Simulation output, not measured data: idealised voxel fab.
Process module name: voxel lift off
In the cross-section labelled cut, the width is 235 nm and each square cell is 5 nm.
Bands, listed from the top down, are how a cross-section gets written in this document; the cross-section itself is a grid of square cells, and a band is one or more rows of them.
Quick guide to a band line: top height, bottom height (nm) up front; then every material left to right with its width in nm. Only one material and it's marked "throughout"? Then it fills the band edge to edge. And "blank" just means empty space.
Ref level 0: as-received wafer is one material below here. Bottom band extends down with no lower bound ("0 -> down").
The notation "30->40" denotes a width that varies across the rows of cells in the band, beginning at the first number in the top row, finishing at the second number in the bottom row, and changing by an identical amount from each row to the next.
For the purposes of this document, the phrase "nothing was modified" attached to a step denotes that no cell within the cross-section was modified by that step.
If an empty space has no open way to the top and is at least 8 cells in size, "Fully closed voids" lists it, written width x height at distance, where distance is measured from the left edge and every value is in nm.
Formally, on a step line, whatever follows the settings is a remark that the simulator itself makes on the step.
What "overlay nm" on a step's line means: if the step has a mask, that mask lay this far to the right of its planned place, or, when the value is negative, to the left.
Below is the list of planned process steps:
1) RECEIVE (material Si)
2) CONFORMAL_DEP (material SiN; thk nm 15)
3) PATTERN (tone open; mask id LINES; material resist; width nm 15; pitch nm 30; thk nm 20; overlay nm 0)
4) DIRECTIONAL_DEP (material Ru; thk nm 10)
5) STRIP (etch materials resist)
6) CONFORMAL_DEP (material SiCN; thk nm 10)
First of two wafers, with the run carried out as planned:
As received (post step 1): cross-section:
	0 -> down  Si throughout
	Fully closed voids: none
Sectional view: wafer, after step 2:
	15 -> 0  SiN throughout
	Everything under 0 stays put, no change at all.
Sectional view: wafer, after step 3:
	35 -> 15  resist (80) | blank (15) | resist (15) | blank (15) | resist (15) | blank (15) | resist (80)
	Everything under 15 stays put, no change at all.
Sectional view: wafer, after step 4:
	45 -> 35  Ru (80) | blank (15) | Ru (15) | blank (15) | Ru (15) | blank (15) | Ru (80)
	35 -> 25  resist (80) | blank (15) | resist (15) | blank (15) | resist (15) | blank (15) | resist (80)
	25 -> 15  resist (80) | Ru (15) | resist (15) | Ru (15) | resist (15) | Ru (15) | resist (80)
	Everything under 15 stays put, no change at all.
Sectional view: wafer, after step 5:
	25 -> 15  blank (80) | Ru (15) | blank (15) | Ru (15) | blank (15) | Ru (15) | blank (80)
	Everything under 15 stays put, no change at all.
Sectional view: wafer, after step 6:
	35 -> 25  blank (70) | SiCN (95) | blank (70)
	25 -> 15  SiCN (80) | Ru (15) | SiCN (15) | Ru (15) | SiCN (15) | Ru (15) | SiCN (80)
	Everything under 15 stays put, no change at all.
What follows concerns the second wafer, which started out like the first and was meant to follow the very same plan; one mistake crept in when it was run, but everything up to and including step 3 is the same as for the first wafer:
Second wafer, cut view, end of step 4 per plan:
	45 -> 35  SiN (80) | blank (15) | SiN (15) | blank (15) | SiN (15) | blank (15) | SiN (80)
	35 -> 25  resist (80) | blank (15) | resist (15) | blank (15) | resist (15) | blank (15) | resist (80)
	25 -> 15  resist (80) | SiN (15) | resist (15) | SiN (15) | resist (15) | SiN (15) | resist (80)
	Everything under 15 stays put, no change at all.
Second wafer, cut view, end of step 5 per plan:
	25 -> 15  blank (80) | SiN (15) | blank (15) | SiN (15) | blank (15) | SiN (15) | blank (80)
	Everything under 15 stays put, no change at all.
Second wafer, cut view, end of step 6 per plan:
	35 -> 25  blank (70) | SiCN (95) | blank (70)
	25 -> 15  SiCN (80) | SiN (15) | SiCN (15) | SiN (15) | SiCN (15) | SiN (15) | SiCN (80)
	Everything under 15 stays put, no change at all.
Plan not followed: step 4 changed vs plan, executed as DIRECTIONAL_DEP (material SiN; thk nm 10)
FYI, end of process, the second wafer has more or fewer cells of some materials than the first: Ru -18 | SiN +18
